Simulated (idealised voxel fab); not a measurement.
The process module that follows is named voxel double patterning.
For reference, the cross-section in this document is cut, with width 175 nm and square cells of 5 nm.
How to read a cross-section here: the picture is a grid of square cells, written as bands going from the top down, and any band can span one or more rows of cells. Top height, bottom height, nm. Materials left to right, width each, nm. Single material + "edge to edge" = fills band edge to edge. "blank" = empty. Height is counted from the level 0, under which the received wafer is composed throughout of one material. The lowest of the bands is not closed at the bottom but continues downward, in the notation "z 0 and below". Width: "30..40" (first number = top row, second number = bottom row, same change from row to row of cells). Any step labelled "changes: none" changed none of the cells in the cross-section. What "Fully sealed voids" gives you is every empty space of 8 cells or more that is cut off from the top. Each appears as width x height at distance, with the distance taken from the left edge and width, height and distance all in nm. Step line, after settings: the simulator's comment on this step. A step line may carry the setting "overlay nm", which, for steps involving a mask, states the distance by which the mask lay to the right of its intended position; negative values denote displacement to the left.

## Set out below are the planned steps of the process
1) RECEIVE: material Si
2) CONFORMAL_DEP: material SiN, thk nm 10
3) DIRECTIONAL_DEP: material SiO2, thk nm 15
4) DIRECTIONAL_DEP: material SiCN, thk nm 5
5) MASKED_ETCH: tone open, mask id FIRST, width nm 15, pitch nm 50, etch materials SiCN, depth nm 5, overlay nm 0
6) DIRECTIONAL_DEP: material aC, thk nm 15
7) PATTERN: tone open, mask id SECOND, material resist, width nm 15, thk nm 35, overlay nm 0
8) DIRECTIONAL_ETCH: etch materials aC, depth nm 15
9) STRIP: etch materials resist
10) DIRECTIONAL_ETCH: etch materials SiCN, depth nm 5
11) STRIP: etch materials aC
12) DIRECTIONAL_ETCH: etch materials SiO2, depth nm 15
13) STRIP: etch materials SiCN

## Wafer at receipt (post step 1), cross-section
z 0 and below | Si edge to edge
Fully sealed voids: none

## End-of-module cross-section. Starting structure and process plan as above; one mistake made in running it
z 20 to 10 | 55 SiO2; 15 blank; 10 SiO2; 15 blank; 10 SiO2; 15 blank; 55 SiO2
z 10 to 0 | SiN edge to edge
z 0 and below | Si edge to edge
Fully sealed voids: none
Want to know what went wrong? step 3 deviated from plan and actually ran as DIRECTIONAL_DEP: material SiO2, thk nm 10
